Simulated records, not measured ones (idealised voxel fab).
process module | voxel tone inversion
cross-section cut | 220 nm wide | cells 5 nm
A cross-section is a grid of square cells, given in bands from the top down. A band is one or more rows of cells.
Each band's line starts with the height of the band's top and of its bottom, in nm. Then come its materials from left to right, each with its width in nm. One material with "throughout" fills the band from edge to edge. "air" is empty space.
Height 0 is the level under which the wafer as received is all one material. The lowest band goes on downwards, as in "0 down".
A width such as "30 to 40" changes by the same amount from each row of cells to the next, from the band's top row to its bottom row.
"no change" after a step means that no cell of the cross-section changed.
closed voids: empty space of 8 cells or more with no open way to the top, each as width x height at its distance from the left edge, in nm
after a step's settings: what the simulator itself notes on the step
overlay nm, on a step with a mask: how far to the right of its planned place the mask lay; to the left if negative
plan
1 op RECEIVE | material Si
2 op CONFORMAL_DEP | material SiCN | thk nm 10
3 op DIRECTIONAL_DEP | material aC | thk nm 15
4 op PATTERN | tone cover | mask id POSTS | material resist | width nm 25 | pitch nm 55 | thk nm 25 | overlay nm 0
5 op DIRECTIONAL_ETCH | etch materials aC | depth nm 15
6 op STRIP | etch materials resist
7 op FILL_DEP | material lowk | thk nm 5
8 op CMP | height nm 25
9 op STRIP | etch materials aC
10 op CONFORMAL_DEP | material TiN | thk nm 5
11 op FILL_DEP | material Ru | thk nm 10
12 op CMP | height nm 25
13 op CONFORMAL_DEP | material SiN | thk nm 5
as received, after step 1
  0 down: Si throughout
  closed voids: none
a wafer at the end: this start, this plan, one mistake
  45 to 40: SiN throughout
  40 to 30: Ru throughout
  30 to 25: TiN 45 | Ru 15 | TiN 40 | Ru 15 | TiN 40 | Ru 15 | TiN 50
  25 to 15: lowk 40 | TiN 5 | Ru 15 | TiN 5 | lowk 30 | TiN 5 | Ru 15 | TiN 5 | lowk 30 | TiN 5 | Ru 15 | TiN 5 | lowk 45
  15 to 10: lowk 40 | TiN 25 | lowk 30 | TiN 25 | lowk 30 | TiN 25 | lowk 45
  10 to 0: SiCN throughout
  0 down: Si throughout
  closed voids: none
what went wrong: step 12 was left out
